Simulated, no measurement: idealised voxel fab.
Process module, titled voxel self aligned vias
220 nm wide, 5 nm square cells: that's cross-section cut.
Cross-sections here: square-cell grids, written as top-down lists of bands, a band being one or more rows of cells. Heights first: top, then bottom, in nm. Then materials, left to right, each with a width in nm. "everywhere" on a single material: fills the band edge to edge. "blank": empty space. Heights are reckoned from 0. Under this level, the received wafer is all of one material. The bottommost band is open-ended downward, for example "from 0 down". When a width is written as two numbers, as in "30 to 40", the first number is the width in the top row of cells of the band and the second is the width in its bottom row, and the width changes by the same amount from each row to the next. "no change" after a step means that no cell of the cross-section changed. What "Fully sealed voids" gives you is every empty space of 8 cells or more that is cut off from the top. Each appears as width x height at distance, with the distance taken from the left edge and width, height and distance all in nm. after a step's settings: what the simulator itself notes on the step. Among the settings permitted on a step's line is "overlay nm"; applied to a step with a mask, it specifies the extent to which the mask lay to the right of its planned position, whereas a negative figure signifies a position to the left.
The steps planned for the process are as follows:
1: RECEIVE (material Si)
2: CONFORMAL_DEP (material SiO2; thk nm 10)
3: CONFORMAL_DEP (material SiCN; thk nm 5)
4: DIRECTIONAL_DEP (material lowk; thk nm 25)
5: PATTERN (tone open; mask id LINES; material resist; width nm 20; pitch nm 55; thk nm 15; overlay nm 0)
6: DIRECTIONAL_ETCH (etch materials lowk; depth nm 25)
7: STRIP (etch materials resist)
8: CONFORMAL_DEP (material TiN; thk nm 5)
9: FILL_DEP (material Ru; thk nm 5)
10: CMP (height nm 40)
11: SELECTIVE_ETCH (etch materials W Ru TiN; depth nm 10)
12: FILL_DEP (material SiN; thk nm 10)
13: CMP (height nm 40)
14: DIRECTIONAL_DEP (material lowk; thk nm 20)
15: MASKED_ETCH (tone open; mask id VIAS; width nm 40; etch materials lowk; depth nm 20; overlay nm 0)
16: MASKED_ETCH (tone open; mask id VIAS; width nm 40; etch materials SiN; depth nm 10; overlay nm 0)
17: CONFORMAL_DEP (material TiN; thk nm 5)
18: FILL_DEP (material W; thk nm 10)
19: CMP (height nm 60)
20: CONFORMAL_DEP (material SiCN; thk nm 5)
So this is the incoming wafer in cross-section - it's already been through step 1:
> from 0 down = Si everywhere
> Fully sealed voids: none
The first of the two wafers as seen in cross-section once the module was finished; processing followed the plan:
> from 65 to 60 = SiCN everywhere
> from 60 to 45 = lowk (60) / TiN (5) / W (30) / TiN (5) / lowk (120)
> from 45 to 40 = lowk (60) / TiN (15) / W (10) / TiN (15) / lowk (120)
> from 40 to 35 = lowk (70) / TiN (5) / W (10) / TiN (5) / lowk (35) / SiN (20) / lowk (75)
> from 35 to 30 = lowk (70) / TiN (20) / lowk (35) / SiN (20) / lowk (75)
> from 30 to 20 = lowk (70) / TiN (5) / Ru (10) / TiN (5) / lowk (35) / TiN (5) / Ru (10) / TiN (5) / lowk (75)
> from 20 to 15 = lowk (70) / TiN (20) / lowk (35) / TiN (20) / lowk (75)
> from 15 to 10 = SiCN everywhere
> from 10 to 0 = SiO2 everywhere
> from 0 down = Si everywhere
> Fully sealed voids: none
Second wafer through the module, sectioned at the end: same beginning and same plan as the first wafer, with one mistake in carrying it out:
> from 65 to 60 = SiCN everywhere
> from 60 to 45 = lowk (70) / TiN (5) / W (30) / TiN (5) / lowk (110)
> from 45 to 40 = lowk (70) / TiN (5) / W (10) / TiN (25) / lowk (110)
> from 40 to 35 = lowk (70) / TiN (5) / W (10) / TiN (5) / lowk (35) / SiN (20) / lowk (75)
> from 35 to 30 = lowk (70) / TiN (20) / lowk (35) / SiN (20) / lowk (75)
> from 30 to 20 = lowk (70) / TiN (5) / Ru (10) / TiN (5) / lowk (35) / TiN (5) / Ru (10) / TiN (5) / lowk (75)
> from 20 to 15 = lowk (70) / TiN (20) / lowk (35) / TiN (20) / lowk (75)
> from 15 to 10 = SiCN everywhere
> from 10 to 0 = SiO2 everywhere
> from 0 down = Si everywhere
> Fully sealed voids: none
Run error: step 15 off recipe, ran as MASKED_ETCH (tone open; mask id VIAS; width nm 40; etch materials lowk; depth nm 20; overlay nm 10)
Heads up: at the end the two wafers have identical cell counts per material, they're just laid out differently.
